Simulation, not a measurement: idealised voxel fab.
The following process module bears the name voxel gate over fins.
165 nm wide, 5 nm square cells: that's cross-section cut.
Cross-section = grid of square cells, listed top down in bands; band = one or more rows.
Heights first: top, then bottom, in nm. Then materials, left to right, each with a width in nm. "full width" on a single material: fills the band edge to edge. "empty": empty space.
Height is counted from the level 0, under which the received wafer is composed throughout of one material. The lowest of the bands is not closed at the bottom but continues downward, in the notation "z 0 and below".
You'd read "30..40" like this: the band's top row of cells is as wide as the first number, its bottom row is as wide as the second, and going down, every row changes width by the same amount as the row before did.
"no alterations made" (step): cross-section cells unchanged, all of them.
In the "Sealed voids" entry, you get each enclosed empty space of 8 cells or more, one with no open way to the top, written width x height at distance, distance from the left edge, in nm.
Note: text after step settings on the step line = simulator remark on that step.
overlay nm, on a step with a mask: how far to the right of its planned place the mask lay; to the left if negative

The following list gives the planned process steps:
step 1: op RECEIVE | material Si
step 2: op CONFORMAL_DEP | material SiN | thk nm 10
step 3: op PATTERN | tone cover | mask id FINS | material resist | width nm 15 | pitch nm 60 | thk nm 20 | overlay nm 0
step 4: op DIRECTIONAL_ETCH | etch materials SiN | depth nm 10
step 5: op DIRECTIONAL_ETCH | etch materials Si | depth nm 30
step 6: op STRIP | etch materials resist
step 7: op FILL_DEP | material SiO2 | thk nm 10
step 8: op CMP | height nm 10
step 9: op DIRECTIONAL_DEP | material aC | thk nm 15
step 10: op PATTERN | tone open | mask id RAIL | material resist | width nm 15 | thk nm 30 | overlay nm 0
step 11: op DIRECTIONAL_ETCH | etch materials aC | depth nm 15
step 12: op STRIP | etch materials resist
step 13: op DIRECTIONAL_ETCH | etch materials SiO2 | depth nm 35
step 14: op STRIP | etch materials aC
step 15: op CONFORMAL_DEP | material TiN | thk nm 5
step 16: op FILL_DEP | material Ru | thk nm 10
step 17: op CMP | height nm 10
step 18: op SELECTIVE_ETCH | etch materials W Ru TiN | depth nm 30
step 19: op FILL_DEP | material SiO2 | thk nm 5
step 20: op CMP | height nm 10
step 21: op SELECTIVE_ETCH | etch materials SiO2 | depth nm 20
step 22: op STRIP | etch materials SiN
step 23: op CONFORMAL_DEP | material HfO2 | thk nm 5
step 24: op CONFORMAL_DEP | material TiN | thk nm 5
step 25: op FILL_DEP | material W | thk nm 10
step 26: op CMP | height nm 15
step 27: op CONFORMAL_DEP | material SiCN | thk nm 5

Wafer at receipt (post step 1), cross-section:
	z 0 and below | Si full width
	Sealed voids: none

End state of the module in cross-section, given the above starting point and plan and one mistake in execution:
	z 20 to 15 | SiCN full width
	z 15 to 10 | W full width
	z 10 to 5 | TiN full width
	z 5 to 0 | 50 nm HfO2, then 5 nm TiN, then 55 nm HfO2, then 5 nm TiN, then 50 nm HfO2
	z 0 to -5 | 45 nm Si, then 5 nm HfO2, then 5 nm TiN, then 5 nm HfO2, then 45 nm Si, then 5 nm HfO2, then 5 nm TiN, then 5 nm HfO2, then 45 nm Si
	z -5 to -10 | 45 nm Si, then 15 nm HfO2, then 45 nm Si, then 15 nm HfO2, then 45 nm Si
	z -10 to -30 | 45 nm Si, then 15 nm SiO2, then 45 nm Si, then 15 nm SiO2, then 45 nm Si
	z -30 and below | Si full width
	Sealed voids: none
What broke from the plan during processing? step 3 was not run as planned; what actually ran was op PATTERN | tone open | mask id FINS | material resist | width nm 15 | pitch nm 60 | thk nm 20 | overlay nm 0
